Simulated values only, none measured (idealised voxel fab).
The document below concerns the process module designated voxel plated lines.
240 nm wide, 5 nm square cells: that's cross-section cut.
Reading order for cross-sections: top band down to bottom band. Underlying form: a grid of square cells. Band size: one or more rows of cells. It is stipulated that each band's entry specify, in nanometres, the height of the top of the band and then that of its bottom, followed by the materials of the band in left-to-right sequence, each together with its width in nanometres. A single material marked by the word "all across" is understood to fill the band from edge to edge; the word "air" is understood to denote empty space. Basically, 0 is our baseline, since under it the wafer straight out of the box is all one material. The bottom band has no lower end and keeps on going down, so it looks like "z 0 and below". Per-row width for "30->40": begins at first number (top row of band), ends at second number (bottom row), increment between rows held constant. A step reported as "identical to before" is a step in which no cell of the cross-section changed. What "Sealed internal cavities" gives you is every empty space of 8 cells or more that is cut off from the top. Each appears as width x height at distance, with the distance taken from the left edge and width, height and distance all in nm. On each step's line, the part that comes after the settings is the simulator's own comment on the step. The line of a step may include "overlay nm". On a step with a mask, this value is how far to the right of its planned place the mask lay. A negative value means the mask lay to the left.
THE FOLLOWING LIST GIVES THE PLANNED PROCESS STEPS
1) RECEIVE,material Si
2) CONFORMAL_DEP,material SiO2,thk nm 5
3) DIRECTIONAL_DEP,material TiN,thk nm 5
4) PATTERN,tone open,mask id LINES,material resist,width nm 20,pitch nm 50,thk nm 15,overlay nm 0
5) EPI,material Ru,thk nm 5
6) STRIP,etch materials resist
7) DIRECTIONAL_ETCH,etch materials TiN,depth nm 5
8) CONFORMAL_DEP,material SiN,thk nm 5
FIRST WAFER OF TWO (RUN AS PLANNED)
AS RECEIVED, AFTER STEP 1
    z 0 and below  Si all across
    Sealed internal cavities: none
SECTIONAL VIEW: WAFER, AFTER STEP 2
    z 5 to 0  SiO2 all across
    Beneath the level 0, the cross-section is identical to its previous state.
SECTIONAL VIEW: WAFER, AFTER STEP 3
    z 10 to 5  TiN all across
    Beneath the level 5, the cross-section is identical to its previous state.
SECTIONAL VIEW: WAFER, AFTER STEP 4
    z 25 to 10  35 nm resist, then 20 nm air, then 30 nm resist, then 20 nm air, then 30 nm resist, then 20 nm air, then 30 nm resist, then 20 nm air, then 35 nm resist
    Beneath the level 10, the cross-section is identical to its previous state.
SECTIONAL VIEW: WAFER, AFTER STEP 5
    z 25 to 15  35 nm resist, then 20 nm air, then 30 nm resist, then 20 nm air, then 30 nm resist, then 20 nm air, then 30 nm resist, then 20 nm air, then 35 nm resist
    z 15 to 10  35 nm resist, then 20 nm Ru, then 30 nm resist, then 20 nm Ru, then 30 nm resist, then 20 nm Ru, then 30 nm resist, then 20 nm Ru, then 35 nm resist
    Beneath the level 10, the cross-section is identical to its previous state.
SECTIONAL VIEW: WAFER, AFTER STEP 6
    z 15 to 10  35 nm air, then 20 nm Ru, then 30 nm air, then 20 nm Ru, then 30 nm air, then 20 nm Ru, then 30 nm air, then 20 nm Ru, then 35 nm air
    Beneath the level 10, the cross-section is identical to its previous state.
SECTIONAL VIEW: WAFER, AFTER STEP 7
    z 15 to 10  35 nm air, then 20 nm Ru, then 30 nm air, then 20 nm Ru, then 30 nm air, then 20 nm Ru, then 30 nm air, then 20 nm Ru, then 35 nm air
    z 10 to 5  35 nm air, then 20 nm TiN, then 30 nm air, then 20 nm TiN, then 30 nm air, then 20 nm TiN, then 30 nm air, then 20 nm TiN, then 35 nm air
    Beneath the level 5, the cross-section is identical to its previous state.
SECTIONAL VIEW: WAFER, AFTER STEP 8
    z 20 to 15  30 nm air, then 30 nm SiN, then 20 nm air, then 30 nm SiN, then 20 nm air, then 30 nm SiN, then 20 nm air, then 30 nm SiN, then 30 nm air
    z 15 to 10  30 nm air, then 5 nm SiN, then 20 nm Ru, then 5 nm SiN, then 20 nm air, then 5 nm SiN, then 20 nm Ru, then 5 nm SiN, then 20 nm air, then 5 nm SiN, then 20 nm Ru, then 5 nm SiN, then 20 nm air, then 5 nm SiN, then 20 nm Ru, then 5 nm SiN, then 30 nm air
    z 10 to 5  35 nm SiN, then 20 nm TiN, then 30 nm SiN, then 20 nm TiN, then 30 nm SiN, then 20 nm TiN, then 30 nm SiN, then 20 nm TiN, then 35 nm SiN
    Beneath the level 5, the cross-section is identical to its previous state.
WAFER TWO OF THE PAIR: SAME ORIGIN, SAME PLAN, ONE ERROR DURING THE RUN; IDENTICAL TO WAFER ONE UP TO AND INCLUDING STEP 6
X-SECTION, SECOND WAFER, WHEN STEP 7 WAS DUE TO FINISH
    z 15 to 10  35 nm air, then 20 nm Ru, then 30 nm air, then 20 nm Ru, then 30 nm air, then 20 nm Ru, then 30 nm air, then 20 nm Ru, then 35 nm air
    z 10 to 5  35 nm air, then 20 nm TiN, then 30 nm air, then 20 nm TiN, then 30 nm air, then 20 nm TiN, then 30 nm air, then 20 nm TiN, then 35 nm air
    Beneath the level 5, the cross-section is identical to its previous state.
X-SECTION, SECOND WAFER, WHEN STEP 8 WAS DUE TO FINISH
    z 20 to 15  30 nm air, then 30 nm SiN, then 20 nm air, then 30 nm SiN, then 20 nm air, then 30 nm SiN, then 20 nm air, then 30 nm SiN, then 30 nm air
    z 15 to 10  30 nm air, then 5 nm SiN, then 20 nm Ru, then 5 nm SiN, then 20 nm air, then 5 nm SiN, then 20 nm Ru, then 5 nm SiN, then 20 nm air, then 5 nm SiN, then 20 nm Ru, then 5 nm SiN, then 20 nm air, then 5 nm SiN, then 20 nm Ru, then 5 nm SiN, then 30 nm air
    z 10 to 5  35 nm SiN, then 20 nm TiN, then 30 nm SiN, then 20 nm TiN, then 30 nm SiN, then 20 nm TiN, then 30 nm SiN, then 20 nm TiN, then 35 nm SiN
    Beneath the level 5, the cross-section is identical to its previous state.
Where did the run depart from the plan? the plan's step 7 ran twice
The mistake has no effect on what this model computes, because the two wafers end with the same cross-section.
